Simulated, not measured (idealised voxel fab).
Herein follows the process module entitled voxel transistor to metal.
Displayed cross-section: cut, width of 260 nm, square cells sized 5 nm.
If you're reading a cross-section in this doc, picture square cells in a grid; it comes to you as bands, top ones listed first down to the bottom, and a band can be one or more rows of cells. Heads up on the band format: heights come first, top then bottom, in nm. After that it's the materials left to right, each with its width in nm. A single material flagged "throughout" fills the whole band edge to edge, and "empty" means there's empty space there. Basically, 0 is our baseline, since under it the wafer straight out of the box is all one material. The bottom band has no lower end and keeps on going down, so it looks like "0 and below". The two numbers in a width such as "30..40" mark its ends across the band: the first belongs to the top row of cells, the second to the bottom row, and from each row to the next the width moves by the same amount. It should be understood that the words "nothing different", when stated for a given step, signify that the cross-section underwent no change in any of its cells during that step. Reported under the label "Tabulated closed voids" are the empty spaces having no open way to the top and comprising 8 cells or more; the notation for each is width x height at distance, in which the distance is measured from the left edge and all three values are in nm. That trailing text on a step's line, after the settings, is the simulator's own remark on the step. overlay nm: right-of-plan distance of the mask on a masked step; negative values mean left-of-plan. Note on reading: below, each pair holds a cross-section from before one process step and one from after it; the one from after shows only down to the lowest band that changed. Beneath the pair, the step in between is stated along with its settings. The pairs can stem from different runs of this module on the same starting wafer. Where a pair's entry headed "Pre-process state" says so, and only there, that pair continues from the pair above it.

# Pre-process state
0 and below  Si throughout
Tabulated closed voids: none

# Post-Step Cross-Section
5 down to 0  SiO2 throughout
No changes below 0.
Tabulated closed voids: none
Link between the two cross-sections above: CONFORMAL_DEP, material SiO2, thk nm 5

Pre-process state: For the state before this step, see the after cross-section of the pair located directly above.

# Post-Step Cross-Section
20 down to 5  SiN throughout
No changes below 5.
Tabulated closed voids: none
Link between the two cross-sections above: CONFORMAL_DEP, material SiN, thk nm 15

Pre-process state: For the state before this step, see the after cross-section of the pair located directly above.

# Post-Step Cross-Section
35 down to 20  aC throughout
No changes below 20.
Tabulated closed voids: none
Link between the two cross-sections above: DIRECTIONAL_DEP, material aC, thk nm 15

Pre-process state: For the state before this step, see the after cross-section of the pair located directly above.

# Post-Step Cross-Section
70 down to 35  empty: 15, then resist: 105, then empty: 20, then resist: 105, then empty: 15
No changes below 35.
Tabulated closed voids: none
Link between the two cross-sections above: PATTERN, tone cover, mask id ACTIVE, material resist, width nm 105, pitch nm 125, thk nm 35, overlay nm 0

Pre-process state: For the state before this step, see the after cross-section of the pair located directly above.

# Post-Step Cross-Section
55 down to 35  empty: 15, then resist: 105, then empty: 20, then resist: 105, then empty: 15
35 down to 20  empty: 15, then aC: 105, then empty: 20, then aC: 105, then empty: 15
No changes below 20.
Tabulated closed voids: none
Link between the two cross-sections above: DIRECTIONAL_ETCH, etch materials aC, depth nm 15

Pre-process state: For the state before this step, see the after cross-section of the pair located directly above.

# Post-Step Cross-Section
35 down to 20  empty: 15, then aC: 105, then empty: 20, then aC: 105, then empty: 15
No changes below 20.
Tabulated closed voids: none
Link between the two cross-sections above: STRIP, etch materials resist

Pre-process state: For the state before this step, see the after cross-section of the pair located directly above.

# Post-Step Cross-Section
35 down to 20  empty: 15, then aC: 105, then empty: 20, then aC: 105, then empty: 15
20 down to 5  empty: 15, then SiN: 105, then empty: 20, then SiN: 105, then empty: 15
No changes below 5.
Tabulated closed voids: none
Link between the two cross-sections above: DIRECTIONAL_ETCH, etch materials SiN, depth nm 15

Pre-process state: For the state before this step, see the after cross-section of the pair located directly above.

# Post-Step Cross-Section
35 down to 20  empty: 15, then aC: 105, then empty: 20, then aC: 105, then empty: 15
20 down to 5  empty: 15, then SiN: 105, then empty: 20, then SiN: 105, then empty: 15
5 down to 0  empty: 15, then SiO2: 105, then empty: 20, then SiO2: 105, then empty: 15
No changes below 0.
Tabulated closed voids: none
Link between the two cross-sections above: DIRECTIONAL_ETCH, etch materials SiO2, depth nm 5

Pre-process state: For the state before this step, see the after cross-section of the pair located directly above.

# Post-Step Cross-Section
35 down to 20  empty: 15, then aC: 105, then empty: 20, then aC: 105, then empty: 15
20 down to 5  empty: 15, then SiN: 105, then empty: 20, then SiN: 105, then empty: 15
5 down to 0  empty: 15, then SiO2: 105, then empty: 20, then SiO2: 105, then empty: 15
0 down to -30  empty: 15, then Si: 105, then empty: 20, then Si: 105, then empty: 15
No changes below -30.
Tabulated closed voids: none
Link between the two cross-sections above: DIRECTIONAL_ETCH, etch materials Si, depth nm 30

Pre-process state: For the state before this step, see the after cross-section of the pair located directly above.

# Post-Step Cross-Section
20 down to 5  empty: 15, then SiN: 105, then empty: 20, then SiN: 105, then empty: 15
No changes below 5.
Tabulated closed voids: none
Link between the two cross-sections above: STRIP, etch materials aC

Pre-process state: For the state before this step, see the after cross-section of the pair located directly above.

# Post-Step Cross-Section
30 down to 20  SiO2 throughout
20 down to 5  SiO2: 15, then SiN: 105, then SiO2: 20, then SiN: 105, then SiO2: 15
5 down to 0  SiO2 throughout
0 down to -30  SiO2: 15, then Si: 105, then SiO2: 20, then Si: 105, then SiO2: 15
No changes below -30.
Tabulated closed voids: none
Link between the two cross-sections above: FILL_DEP, material SiO2, thk nm 10

Pre-process state: For the state before this step, see the after cross-section of the pair located directly above.

# Post-Step Cross-Section
20 down to 5  SiO2: 15, then SiN: 105, then SiO2: 20, then SiN: 105, then SiO2: 15
No changes below 5.
Tabulated closed voids: none
Link between the two cross-sections above: CMP, height nm 20

Pre-process state: For the state before this step, see the after cross-section of the pair located directly above.

# Post-Step Cross-Section
20 down to 15  empty: 15, then SiN: 105, then empty: 20, then SiN: 105, then empty: 15
No changes below 15.
Tabulated closed voids: none
Link between the two cross-sections above: SELECTIVE_ETCH, etch materials SiO2, depth nm 5

Pre-process state: For the state before this step, see the after cross-section of the pair located directly above.

# Post-Step Cross-Section
15 down to 5  SiO2: 15, then empty: 105, then SiO2: 20, then empty: 105, then SiO2: 15
No changes below 5.
Tabulated closed voids: none
Link between the two cross-sections above: STRIP, etch materials SiN

Pre-process state: For the state before this step, see the after cross-section of the pair located directly above.

# Post-Step Cross-Section
10 down to 0  SiO2: 10, then empty: 115, then SiO2: 10, then empty: 115, then SiO2: 10
No changes below 0.
Tabulated closed voids: none
Link between the two cross-sections above: SELECTIVE_ETCH, etch materials SiO2, depth nm 5

Pre-process state: For the state before this step, see the after cross-section of the pair located directly above.

# Post-Step Cross-Section
10 down to 0  SiO2: 10, then empty: 115, then SiO2: 10, then empty: 115, then SiO2: 10
0 down to -5  SiO2 throughout
No changes below -5.
Tabulated closed voids: none
Link between the two cross-sections above: OXIDIZE, depth nm 5

Pre-process state: For the state before this step, see the after cross-section of the pair located directly above.

# Post-Step Cross-Section
35 down to 25  polySi: 10, then empty: 115, then polySi: 10, then empty: 115, then polySi: 10
25 down to 10  polySi throughout
10 down to 0  SiO2: 10, then polySi: 115, then SiO2: 10, then polySi: 115, then SiO2: 10
No changes below 0.
Tabulated closed voids: none
Link between the two cross-sections above: DIRECTIONAL_DEP, material polySi, thk nm 25

Pre-process state: For the state before this step, see the after cross-section of the pair located directly above.

# Post-Step Cross-Section
45 down to 35  SiCN: 10, then empty: 115, then SiCN: 10, then empty: 115, then SiCN: 10
35 down to 25  polySi: 10, then SiCN: 115, then polySi: 10, then SiCN: 115, then polySi: 10
No changes below 25.
Tabulated closed voids: none
Link between the two cross-sections above: DIRECTIONAL_DEP, material SiCN, thk nm 10

Pre-process state: For the state before this step, see the after cross-section of the pair located directly above.

# Post-Step Cross-Section
35 down to 25  polySi: 10, then empty: 50, then SiCN: 15, then empty: 50, then polySi: 10, then empty: 50, then SiCN: 15, then empty: 50, then polySi: 10
No changes below 25.
Tabulated closed voids: none
Link between the two cross-sections above: MASKED_ETCH, tone cover, mask id GATE, width nm 15, pitch nm 125, etch materials SiCN, depth nm 20, overlay nm 0

Pre-process state: For the state before this step, see the after cross-section of the pair located directly above.

# Post-Step Cross-Section
35 down to 25  empty: 60, then SiCN: 15, then empty: 110, then SiCN: 15, then empty: 60
25 down to 10  empty: 60, then polySi: 15, then empty: 110, then polySi: 15, then empty: 60
10 down to 0  SiO2: 10, then empty: 50, then polySi: 15, then empty: 50, then SiO2: 10, then empty: 50, then polySi: 15, then empty: 50, then SiO2: 10
No changes below 0.
Tabulated closed voids: none
Link between the two cross-sections above: MASKED_ETCH, tone cover, mask id GATE, width nm 15, pitch nm 125, etch materials polySi, depth nm 35, overlay nm 0

Pre-process state: For the state before this step, see the after cross-section of the pair located directly above.

# Post-Step Cross-Section
40 down to 35  empty: 55, then SiN: 25, then empty: 100, then SiN: 25, then empty: 55
35 down to 25  empty: 55, then SiN: 5, then SiCN: 15, then SiN: 5, then empty: 100, then SiN: 5, then SiCN: 15, then SiN: 5, then empty: 55
25 down to 15  empty: 55, then SiN: 5, then polySi: 15, then SiN: 5, then empty: 100, then SiN: 5, then polySi: 15, then SiN: 5, then empty: 55
15 down to 10  SiN: 15, then empty: 40, then SiN: 5, then polySi: 15, then SiN: 5, then empty: 40, then SiN: 20, then empty: 40, then SiN: 5, then polySi: 15, then SiN: 5, then empty: 40, then SiN: 15
10 down to 5  SiO2: 10, then SiN: 5, then empty: 40, then SiN: 5, then polySi: 15, then SiN: 5, then empty: 40, then SiN: 5, then SiO2: 10, then SiN: 5, then empty: 40, then SiN: 5, then polySi: 15, then SiN: 5, then empty: 40, then SiN: 5, then SiO2: 10
5 down to 0  SiO2: 10, then SiN: 50, then polySi: 15, then SiN: 50, then SiO2: 10, then SiN: 50, then polySi: 15, then SiN: 50, then SiO2: 10
No changes below 0.
Tabulated closed voids: none
Link between the two cross-sections above: CONFORMAL_DEP, material SiN, thk nm 5

Pre-process state: For the state before this step, see the after cross-section of the pair located directly above.

# Post-Step Cross-Section
35 down to 25  empty: 55, then SiN: 5, then SiCN: 15, then SiN: 5, then empty: 100, then SiN: 5, then SiCN: 15, then SiN: 5, then empty: 55
25 down to 10  empty: 55, then SiN: 5, then polySi: 15, then SiN: 5, then empty: 100, then SiN: 5, then polySi: 15, then SiN: 5, then empty: 55
10 down to 0  SiO2: 10, then SiN: 5, then empty: 40, then SiN: 5, then polySi: 15, then SiN: 5, then empty: 40, then SiN: 5, then SiO2: 10, then SiN: 5, then empty: 40, then SiN: 5, then polySi: 15, then SiN: 5, then empty: 40, then SiN: 5, then SiO2: 10
No changes below 0.
Tabulated closed voids: none
Link between the two cross-sections above: DIRECTIONAL_ETCH, etch materials SiN, depth nm 5

Pre-process state: For the state before this step, see the after cross-section of the pair located directly above.

# Post-Step Cross-Section
35 down to 25  empty: 55, then SiN: 5, then SiCN: 15, then SiN: 5, then empty: 100, then SiN: 5, then SiCN: 15, then SiN: 5, then empty: 55
25 down to 10  empty: 55, then SiN: 5, then polySi: 15, then SiN: 5, then empty: 100, then SiN: 5, then polySi: 15, then SiN: 5, then empty: 55
10 down to 5  empty: 10, then SiN: 5, then empty: 40, then SiN: 5, then polySi: 15, then SiN: 5, then empty: 40, then SiN: 5, then empty: 10, then SiN: 5, then empty: 40, then SiN: 5, then polySi: 15, then SiN: 5, then empty: 40, then SiN: 5, then empty: 10
5 down to 0  SiO2: 10, then SiN: 5, then empty: 40, then SiN: 5, then polySi: 15, then SiN: 5, then empty: 40, then SiN: 5, then SiO2: 10, then SiN: 5, then empty: 40, then SiN: 5, then polySi: 15, then SiN: 5, then empty: 40, then SiN: 5, then SiO2: 10
0 down to -5  SiO2: 15, then empty: 40, then SiO2: 25, then empty: 40, then SiO2: 20, then empty: 40, then SiO2: 25, then empty: 40, then SiO2: 15
No changes below -5.
Tabulated closed voids: none
Link between the two cross-sections above: DIRECTIONAL_ETCH, etch materials SiO2, depth nm 5

Pre-process state: For the state before this step, see the after cross-section of the pair located directly above.

# Post-Step Cross-Section
35 down to 25  empty: 55, then SiN: 5, then SiCN: 15, then SiN: 5, then empty: 100, then SiN: 5, then SiCN: 15, then SiN: 5, then empty: 55
25 down to 10  empty: 55, then SiN: 5, then polySi: 15, then SiN: 5, then empty: 100, then SiN: 5, then polySi: 15, then SiN: 5, then empty: 55
10 down to 5  empty: 10, then SiN: 5, then empty: 40, then SiN: 5, then polySi: 15, then SiN: 5, then empty: 40, then SiN: 5, then empty: 10, then SiN: 5, then empty: 40, then SiN: 5, then polySi: 15, then SiN: 5, then empty: 40, then SiN: 5, then empty: 10
5 down to 0  SiO2: 10, then SiN: 5, then empty: 40, then SiN: 5, then polySi: 15, then SiN: 5, then empty: 40, then SiN: 5, then SiO2: 10, then SiN: 5, then empty: 40, then SiN: 5, then polySi: 15, then SiN: 5, then empty: 40, then SiN: 5, then SiO2: 10
0 down to -5  SiO2: 15, then nSi: 40, then SiO2: 25, then nSi: 40, then SiO2: 20, then nSi: 40, then SiO2: 25, then nSi: 40, then SiO2: 15
No changes below -5.
Tabulated closed voids: none
Link between the two cross-sections above: EPI, material nSi, thk nm 5

Pre-process state: For the state before this step, see the after cross-section of the pair located directly above.

# Post-Step Cross-Section
45 down to 35  SiO2 throughout
35 down to 25  SiO2: 55, then SiN: 5, then SiCN: 15, then SiN: 5, then SiO2: 100, then SiN: 5, then SiCN: 15, then SiN: 5, then SiO2: 55
25 down to 10  SiO2: 55, then SiN: 5, then polySi: 15, then SiN: 5, then SiO2: 100, then SiN: 5, then polySi: 15, then SiN: 5, then SiO2: 55
10 down to 0  SiO2: 10, then SiN: 5, then SiO2: 40, then SiN: 5, then polySi: 15, then SiN: 5, then SiO2: 40, then SiN: 5, then SiO2: 10, then SiN: 5, then SiO2: 40, then SiN: 5, then polySi: 15, then SiN: 5, then SiO2: 40, then SiN: 5, then SiO2: 10
No changes below 0.
Tabulated closed voids: none
Link between the two cross-sections above: FILL_DEP, material SiO2, thk nm 10

Pre-process state: For the state before this step, see the after cross-section of the pair located directly above.

# Post-Step Cross-Section
35 down to 25  SiO2: 55, then SiN: 5, then SiCN: 15, then SiN: 5, then SiO2: 100, then SiN: 5, then SiCN: 15, then SiN: 5, then SiO2: 55
No changes below 25.
Tabulated closed voids: none
Link between the two cross-sections above: CMP, height nm 35

Pre-process state: For the state before this step, see the after cross-section of the pair located directly above.

# Post-Step Cross-Section
45 down to 35  SiO2 throughout
No changes below 35.
Tabulated closed voids: none
Link between the two cross-sections above: DIRECTIONAL_DEP, material SiO2, thk nm 10

Pre-process state: For the state before this step, see the after cross-section of the pair located directly above.

# Post-Step Cross-Section
55 down to 45  aC throughout
No changes below 45.
Tabulated closed voids: none
Link between the two cross-sections above: DIRECTIONAL_DEP, material aC, thk nm 10

Pre-process state: For the state before this step, see the after cross-section of the pair located directly above.

# Post-Step Cross-Section
80 down to 55  resist: 20, then empty: 20, then resist: 55, then empty: 20, then resist: 30, then empty: 20, then resist: 55, then empty: 20, then resist: 20
No changes below 55.
Tabulated closed voids: none
Link between the two cross-sections above: PATTERN, tone open, mask id CONTACT, material resist, width nm 20, thk nm 25, overlay nm 0

Pre-process state: For the state before this step, see the after cross-section of the pair located directly above.

# Post-Step Cross-Section
70 down to 55  resist: 20, then empty: 20, then resist: 55, then empty: 20, then resist: 30, then empty: 20, then resist: 55, then empty: 20, then resist: 20
55 down to 45  aC: 20, then empty: 20, then aC: 55, then empty: 20, then aC: 30, then empty: 20, then aC: 55, then empty: 20, then aC: 20
No changes below 45.
Tabulated closed voids: none
Link between the two cross-sections above: DIRECTIONAL_ETCH, etch materials aC, depth nm 10

Pre-process state: For the state before this step, see the after cross-section of the pair located directly above.

# Post-Step Cross-Section
55 down to 45  aC: 20, then empty: 20, then aC: 55, then empty: 20, then aC: 30, then empty: 20, then aC: 55, then empty: 20, then aC: 20
No changes below 45.
Tabulated closed voids: none
Link between the two cross-sections above: STRIP, etch materials resist

Pre-process state: For the state before this step, see the after cross-section of the pair located directly above.

# Post-Step Cross-Section
55 down to 45  aC: 20, then empty: 20, then aC: 55, then empty: 20, then aC: 30, then empty: 20, then aC: 55, then empty: 20, then aC: 20
45 down to 35  SiO2: 20, then empty: 20, then SiO2: 55, then empty: 20, then SiO2: 30, then empty: 20, then SiO2: 55, then empty: 20, then SiO2: 20
35 down to 25  SiO2: 20, then empty: 20, then SiO2: 15, then SiN: 5, then SiCN: 15, then SiN: 5, then SiO2: 15, then empty: 20, then SiO2: 30, then empty: 20, then SiO2: 15, then SiN: 5, then SiCN: 15, then SiN: 5, then SiO2: 15, then empty: 20, then SiO2: 20
25 down to 10  SiO2: 20, then empty: 20, then SiO2: 15, then SiN: 5, then polySi: 15, then SiN: 5, then SiO2: 15, then empty: 20, then SiO2: 30, then empty: 20, then SiO2: 15, then SiN: 5, then polySi: 15, then SiN: 5, then SiO2: 15, then empty: 20, then SiO2: 20
10 down to 0  SiO2: 10, then SiN: 5, then SiO2: 5, then empty: 20, then SiO2: 15, then SiN: 5, then polySi: 15, then SiN: 5, then SiO2: 15, then empty: 20, then SiO2: 5, then SiN: 5, then SiO2: 10, then SiN: 5, then SiO2: 5, then empty: 20, then SiO2: 15, then SiN: 5, then polySi: 15, then SiN: 5, then SiO2: 15, then empty: 20, then SiO2: 5, then SiN: 5, then SiO2: 10
No changes below 0.
Tabulated closed voids: none
Link between the two cross-sections above: DIRECTIONAL_ETCH, etch materials SiO2, depth nm 45

Pre-process state: For the state before this step, see the after cross-section of the pair located directly above.

# Post-Step Cross-Section
45 down to 35  SiO2: 20, then empty: 20, then SiO2: 55, then empty: 20, then SiO2: 30, then empty: 20, then SiO2: 55, then empty: 20, then SiO2: 20
No changes below 35.
Tabulated closed voids: none
Link between the two cross-sections above: STRIP, etch materials aC

Pre-process state: For the state before this step, see the after cross-section of the pair located directly above.

# Post-Step Cross-Section
50 down to 45  TiN: 25, then empty: 10, then TiN: 65, then empty: 10, then TiN: 40, then empty: 10, then TiN: 65, then empty: 10, then TiN: 25
45 down to 35  SiO2: 20, then TiN: 5, then empty: 10, then TiN: 5, then SiO2: 55, then TiN: 5, then empty: 10, then TiN: 5, then SiO2: 30, then TiN: 5, then empty: 10, then TiN: 5, then SiO2: 55, then TiN: 5, then empty: 10, then TiN: 5, then SiO2: 20
35 down to 25  SiO2: 20, then TiN: 5, then empty: 10, then TiN: 5, then SiO2: 15, then SiN: 5, then SiCN: 15, then SiN: 5, then SiO2: 15, then TiN: 5, then empty: 10, then TiN: 5, then SiO2: 30, then TiN: 5, then empty: 10, then TiN: 5, then SiO2: 15, then SiN: 5, then SiCN: 15, then SiN: 5, then SiO2: 15, then TiN: 5, then empty: 10, then TiN: 5, then SiO2: 20
25 down to 10  SiO2: 20, then TiN: 5, then empty: 10, then TiN: 5, then SiO2: 15, then SiN: 5, then polySi: 15, then SiN: 5, then SiO2: 15, then TiN: 5, then empty: 10, then TiN: 5, then SiO2: 30, then TiN: 5, then empty: 10, then TiN: 5, then SiO2: 15, then SiN: 5, then polySi: 15, then SiN: 5, then SiO2: 15, then TiN: 5, then empty: 10, then TiN: 5, then SiO2: 20
10 down to 5  SiO2: 10, then SiN: 5, then SiO2: 5, then TiN: 5, then empty: 10, then TiN: 5, then SiO2: 15, then SiN: 5, then polySi: 15, then SiN: 5, then SiO2: 15, then TiN: 5, then empty: 10, then TiN: 5, then SiO2: 5, then SiN: 5, then SiO2: 10, then SiN: 5, then SiO2: 5, then TiN: 5, then empty: 10, then TiN: 5, then SiO2: 15, then SiN: 5, then polySi: 15, then SiN: 5, then SiO2: 15, then TiN: 5, then empty: 10, then TiN: 5, then SiO2: 5, then SiN: 5, then SiO2: 10
5 down to 0  SiO2: 10, then SiN: 5, then SiO2: 5, then TiN: 20, then SiO2: 15, then SiN: 5, then polySi: 15, then SiN: 5, then SiO2: 15, then TiN: 20, then SiO2: 5, then SiN: 5, then SiO2: 10, then SiN: 5, then SiO2: 5, then TiN: 20, then SiO2: 15, then SiN: 5, then polySi: 15, then SiN: 5, then SiO2: 15, then TiN: 20, then SiO2: 5, then SiN: 5, then SiO2: 10
No changes below 0.
Tabulated closed voids: none
Link between the two cross-sections above: CONFORMAL_DEP, material TiN, thk nm 5

Pre-process state: For the state before this step, see the after cross-section of the pair located directly above.

# Post-Step Cross-Section
60 down to 50  W throughout
50 down to 45  TiN: 25, then W: 10, then TiN: 65, then W: 10, then TiN: 40, then W: 10, then TiN: 65, then W: 10, then TiN: 25
45 down to 35  SiO2: 20, then TiN: 5, then W: 10, then TiN: 5, then SiO2: 55, then TiN: 5, then W: 10, then TiN: 5, then SiO2: 30, then TiN: 5, then W: 10, then TiN: 5, then SiO2: 55, then TiN: 5, then W: 10, then TiN: 5, then SiO2: 20
35 down to 25  SiO2: 20, then TiN: 5, then W: 10, then TiN: 5, then SiO2: 15, then SiN: 5, then SiCN: 15, then SiN: 5, then SiO2: 15, then TiN: 5, then W: 10, then TiN: 5, then SiO2: 30, then TiN: 5, then W: 10, then TiN: 5, then SiO2: 15, then SiN: 5, then SiCN: 15, then SiN: 5, then SiO2: 15, then TiN: 5, then W: 10, then TiN: 5, then SiO2: 20
25 down to 10  SiO2: 20, then TiN: 5, then W: 10, then TiN: 5, then SiO2: 15, then SiN: 5, then polySi: 15, then SiN: 5, then SiO2: 15, then TiN: 5, then W: 10, then TiN: 5, then SiO2: 30, then TiN: 5, then W: 10, then TiN: 5, then SiO2: 15, then SiN: 5, then polySi: 15, then SiN: 5, then SiO2: 15, then TiN: 5, then W: 10, then TiN: 5, then SiO2: 20
10 down to 5  SiO2: 10, then SiN: 5, then SiO2: 5, then TiN: 5, then W: 10, then TiN: 5, then SiO2: 15, then SiN: 5, then polySi: 15, then SiN: 5, then SiO2: 15, then TiN: 5, then W: 10, then TiN: 5, then SiO2: 5, then SiN: 5, then SiO2: 10, then SiN: 5, then SiO2: 5, then TiN: 5, then W: 10, then TiN: 5, then SiO2: 15, then SiN: 5, then polySi: 15, then SiN: 5, then SiO2: 15, then TiN: 5, then W: 10, then TiN: 5, then SiO2: 5, then SiN: 5, then SiO2: 10
No changes below 5.
Tabulated closed voids: none
Link between the two cross-sections above: FILL_DEP, material W, thk nm 10

Pre-process state: For the state before this step, see the after cross-section of the pair located directly above.

# Post-Step Cross-Section
45 down to 35  SiO2: 20, then TiN: 5, then W: 10, then TiN: 5, then SiO2: 55, then TiN: 5, then W: 10, then TiN: 5, then SiO2: 30, then TiN: 5, then W: 10, then TiN: 5, then SiO2: 55, then TiN: 5, then W: 10, then TiN: 5, then SiO2: 20
No changes below 35.
Tabulated closed voids: none
Link between the two cross-sections above: CMP, height nm 45

Pre-process state: For the state before this step, see the after cross-section of the pair located directly above.

# Post-Step Cross-Section
50 down to 45  TiN throughout
No changes below 45.
Tabulated closed voids: none
Link between the two cross-sections above: DIRECTIONAL_DEP, material TiN, thk nm 5

Pre-process state: For the state before this step, see the after cross-section of the pair located directly above.

# Post-Step Cross-Section
70 down to 50  W throughout
No changes below 50.
Tabulated closed voids: none
Link between the two cross-sections above: DIRECTIONAL_DEP, material W, thk nm 20

Pre-process state: For the state before this step, see the after cross-section of the pair located directly above.

# Post-Step Cross-Section
70 down to 50  empty: 20, then W: 20, then empty: 55, then W: 20, then empty: 30, then W: 20, then empty: 55, then W: 20, then empty: 20
No changes below 50.
Tabulated closed voids: none
Link between the two cross-sections above: MASKED_ETCH, tone cover, mask id METAL_1, width nm 20, etch materials W, depth nm 20, overlay nm 0

Pre-process state: For the state before this step, see the after cross-section of the pair located directly above.

# Post-Step Cross-Section
70 down to 50  empty: 20, then W: 20, then empty: 55, then W: 20, then empty: 30, then W: 20, then empty: 55, then W: 20, then empty: 20
50 down to 45  empty: 20, then TiN: 20, then empty: 55, then TiN: 20, then empty: 30, then TiN: 20, then empty: 55, then TiN: 20, then empty: 20
No changes below 45.
Tabulated closed voids: none
Link between the two cross-sections above: MASKED_ETCH, tone cover, mask id METAL_1, width nm 20, etch materials TiN, depth nm 5, overlay nm 0

Pre-process state: For the state before this step, see the after cross-section of the pair located directly above.

# Post-Step Cross-Section
75 down to 70  lowk throughout
70 down to 50  lowk: 20, then W: 20, then lowk: 55, then W: 20, then lowk: 30, then W: 20, then lowk: 55, then W: 20, then lowk: 20
50 down to 45  lowk: 20, then TiN: 20, then lowk: 55, then TiN: 20, then lowk: 30, then TiN: 20, then lowk: 55, then TiN: 20, then lowk: 20
No changes below 45.
Tabulated closed voids: none
Link between the two cross-sections above: FILL_DEP, material lowk, thk nm 5

Pre-process state: For the state before this step, see the after cross-section of the pair located directly above.

# Post-Step Cross-Section
70 down to 50  lowk: 20, then W: 20, then lowk: 55, then W: 20, then lowk: 30, then W: 20, then lowk: 55, then W: 20, then lowk: 20
No changes below 50.
Tabulated closed voids: none
Link between the two cross-sections above: CMP, height nm 70

Pre-process state: For the state before this step, see the after cross-section of the pair located directly above.

# Post-Step Cross-Section
75 down to 70  SiCN throughout
No changes below 70.
Tabulated closed voids: none
Link between the two cross-sections above: CONFORMAL_DEP, material SiCN, thk nm 5

Pre-process state: For the state before this step, see the after cross-section of the pair located directly above.

# Post-Step Cross-Section
100 down to 75  SiO2 throughout
No changes below 75.
Tabulated closed voids: none
Link between the two cross-sections above: DIRECTIONAL_DEP, material SiO2, thk nm 25

Pre-process state: For the state before this step, see the after cross-section of the pair located directly above.

# Post-Step Cross-Section
115 down to 100  resist: 20, then empty: 20, then resist: 105, then empty: 20, then resist: 95
No changes below 100.
Tabulated closed voids: none
Link between the two cross-sections above: PATTERN, tone open, mask id METAL_2, material resist, width nm 20, pitch nm 125, thk nm 15, overlay nm 0

Pre-process state: For the state before this step, see the after cross-section of the pair located directly above.

# Post-Step Cross-Section
115 down to 100  resist: 20, then empty: 20, then resist: 105, then empty: 20, then resist: 95
100 down to 85  SiO2: 20, then empty: 20, then SiO2: 105, then empty: 20, then SiO2: 95
No changes below 85.
Tabulated closed voids: none
Link between the two cross-sections above: DIRECTIONAL_ETCH, etch materials SiO2, depth nm 15

Pre-process state: For the state before this step, see the after cross-section of the pair located directly above.

# Post-Step Cross-Section
100 down to 85  SiO2: 20, then empty: 20, then SiO2: 105, then empty: 20, then SiO2: 95
No changes below 85.
Tabulated closed voids: none
Link between the two cross-sections above: STRIP, etch materials resist

Pre-process state: For the state before this step, see the after cross-section of the pair located directly above.

# Post-Step Cross-Section
120 down to 100  resist: 20, then empty: 15, then resist: 110, then empty: 15, then resist: 100
100 down to 85  SiO2: 20, then empty: 15, then resist: 5, then SiO2: 105, then empty: 15, then resist: 5, then SiO2: 95
No changes below 85.
Tabulated closed voids: none
Link between the two cross-sections above: PATTERN, tone open, mask id METAL_2_HOLES, material resist, width nm 15, pitch nm 125, thk nm 20, overlay nm 0

Pre-process state: For the state before this step, see the after cross-section of the pair located directly above.

# Post-Step Cross-Section
120 down to 100  resist: 20, then empty: 15, then resist: 110, then empty: 15, then resist: 100
100 down to 85  SiO2: 20, then empty: 15, then resist: 5, then SiO2: 105, then empty: 15, then resist: 5, then SiO2: 95
85 down to 75  SiO2: 20, then empty: 15, then SiO2: 110, then empty: 15, then SiO2: 100
No changes below 75.
Tabulated closed voids: none
Link between the two cross-sections above: DIRECTIONAL_ETCH, etch materials SiO2, depth nm 10

Pre-process state: For the state before this step, see the after cross-section of the pair located directly above.

# Post-Step Cross-Section
120 down to 100  resist: 20, then empty: 15, then resist: 110, then empty: 15, then resist: 100
100 down to 85  SiO2: 20, then empty: 15, then resist: 5, then SiO2: 105, then empty: 15, then resist: 5, then SiO2: 95
85 down to 75  SiO2: 20, then empty: 15, then SiO2: 110, then empty: 15, then SiO2: 100
75 down to 70  SiCN: 20, then empty: 15, then SiCN: 110, then empty: 15, then SiCN: 100
No changes below 70.
Tabulated closed voids: none
Link between the two cross-sections above: DIRECTIONAL_ETCH, etch materials SiCN, depth nm 5

Pre-process state: For the state before this step, see the after cross-section of the pair located directly above.

# Post-Step Cross-Section
100 down to 85  SiO2: 20, then empty: 20, then SiO2: 105, then empty: 20, then SiO2: 95
No changes below 85.
Tabulated closed voids: none
Link between the two cross-sections above: STRIP, etch materials resist

Pre-process state: For the state before this step, see the after cross-section of the pair located directly above.

# Post-Step Cross-Section
105 down to 100  TiN: 25, then empty: 10, then TiN: 115, then empty: 10, then TiN: 100
100 down to 90  SiO2: 20, then TiN: 5, then empty: 10, then TiN: 5, then SiO2: 105, then TiN: 5, then empty: 10, then TiN: 5, then SiO2: 95
90 down to 85  SiO2: 20, then TiN: 5, then empty: 5, then TiN: 10, then SiO2: 105, then TiN: 5, then empty: 5, then TiN: 10, then SiO2: 95
85 down to 75  SiO2: 20, then TiN: 5, then empty: 5, then TiN: 5, then SiO2: 110, then TiN: 5, then empty: 5, then TiN: 5, then SiO2: 100
75 down to 70  SiCN: 20, then TiN: 15, then SiCN: 110, then TiN: 15, then SiCN: 100
No changes below 70.
Tabulated closed voids: none
Link between the two cross-sections above: CONFORMAL_DEP, material TiN, thk nm 5

Pre-process state: For the state before this step, see the after cross-section of the pair located directly above.

# Post-Step Cross-Section
115 down to 105  Ru throughout
105 down to 100  TiN: 25, then Ru: 10, then TiN: 115, then Ru: 10, then TiN: 100
100 down to 90  SiO2: 20, then TiN: 5, then Ru: 10, then TiN: 5, then SiO2: 105, then TiN: 5, then Ru: 10, then TiN: 5, then SiO2: 95
90 down to 85  SiO2: 20, then TiN: 5, then Ru: 5, then TiN: 10, then SiO2: 105, then TiN: 5, then Ru: 5, then TiN: 10, then SiO2: 95
85 down to 75  SiO2: 20, then TiN: 5, then Ru: 5, then TiN: 5, then SiO2: 110, then TiN: 5, then Ru: 5, then TiN: 5, then SiO2: 100
No changes below 75.
Tabulated closed voids: none
Link between the two cross-sections above: FILL_DEP, material Ru, thk nm 10

Pre-process state: For the state before this step, see the after cross-section of the pair located directly above.

# Post-Step Cross-Section
100 down to 90  SiO2: 20, then TiN: 5, then Ru: 10, then TiN: 5, then SiO2: 105, then TiN: 5, then Ru: 10, then TiN: 5, then SiO2: 95
No changes below 90.
Tabulated closed voids: none
Link between the two cross-sections above: CMP, height nm 100

Pre-process state: For the state before this step, see the after cross-section of the pair located directly above.

# Post-Step Cross-Section
105 down to 100  SiN throughout
No changes below 100.
Tabulated closed voids: none
Link between the two cross-sections above: CONFORMAL_DEP, material SiN, thk nm 5

# Pre-process state
0 and below  Si throughout
Tabulated closed voids: none

# Post-Step Cross-Section
15 down to 0  SiN throughout
No changes below 0.
Tabulated closed voids: none
Link between the two cross-sections above: CONFORMAL_DEP, material SiN, thk nm 15
